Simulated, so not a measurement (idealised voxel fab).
process module | voxel double patterning
cross-section cut | 215 nm wide | cells 5 nm
A cross-section is a grid of square cells, given in bands from the top down. A band is one or more rows of cells.
Each band's line starts with the height of the band's top and of its bottom, in nm. Then come its materials from left to right, each with its width in nm. One material with "throughout" fills the band from edge to edge. "air" is empty space.
Height 0 is the level under which the wafer as received is all one material. The lowest band goes on downwards, as in "0 down".
A width such as "30 to 40" changes by the same amount from each row of cells to the next, from the band's top row to its bottom row.
"no change" after a step means that no cell of the cross-section changed.
closed voids: empty space of 8 cells or more with no open way to the top, each as width x height at its distance from the left edge, in nm
after a step's settings: what the simulator itself notes on the step
overlay nm, on a step with a mask: how far to the right of its planned place the mask lay; to the left if negative
plan
1 op RECEIVE | material Si
2 op CONFORMAL_DEP | material SiO2 | thk nm 10
3 op DIRECTIONAL_DEP | material polySi | thk nm 10
4 op DIRECTIONAL_DEP | material SiCN | thk nm 10
5 op PATTERN | tone open | mask id FIRST | material resist | width nm 15 | pitch nm 50 | thk nm 15 | overlay nm 0
6 op DIRECTIONAL_ETCH | etch materials SiCN | depth nm 10
7 op STRIP | etch materials resist
8 op DIRECTIONAL_DEP | material aC | thk nm 10
9 op PATTERN | tone open | mask id SECOND | material resist | width nm 15 | pitch nm 50 | thk nm 30 | overlay nm 0
10 op DIRECTIONAL_ETCH | etch materials aC | depth nm 10
11 op STRIP | etch materials resist
12 op DIRECTIONAL_ETCH | etch materials SiCN | depth nm 10
13 op STRIP | etch materials aC
14 op DIRECTIONAL_ETCH | etch materials polySi | depth nm 10
15 op STRIP | etch materials SiCN
as received, after step 1
  0 down: Si throughout
  closed voids: none
a wafer at the end: this start, this plan, one mistake
  20 to 10: SiO2 throughout
  10 to 0: polySi throughout
  0 down: Si throughout
  closed voids: none
what went wrong: steps 2 and 3 were swapped
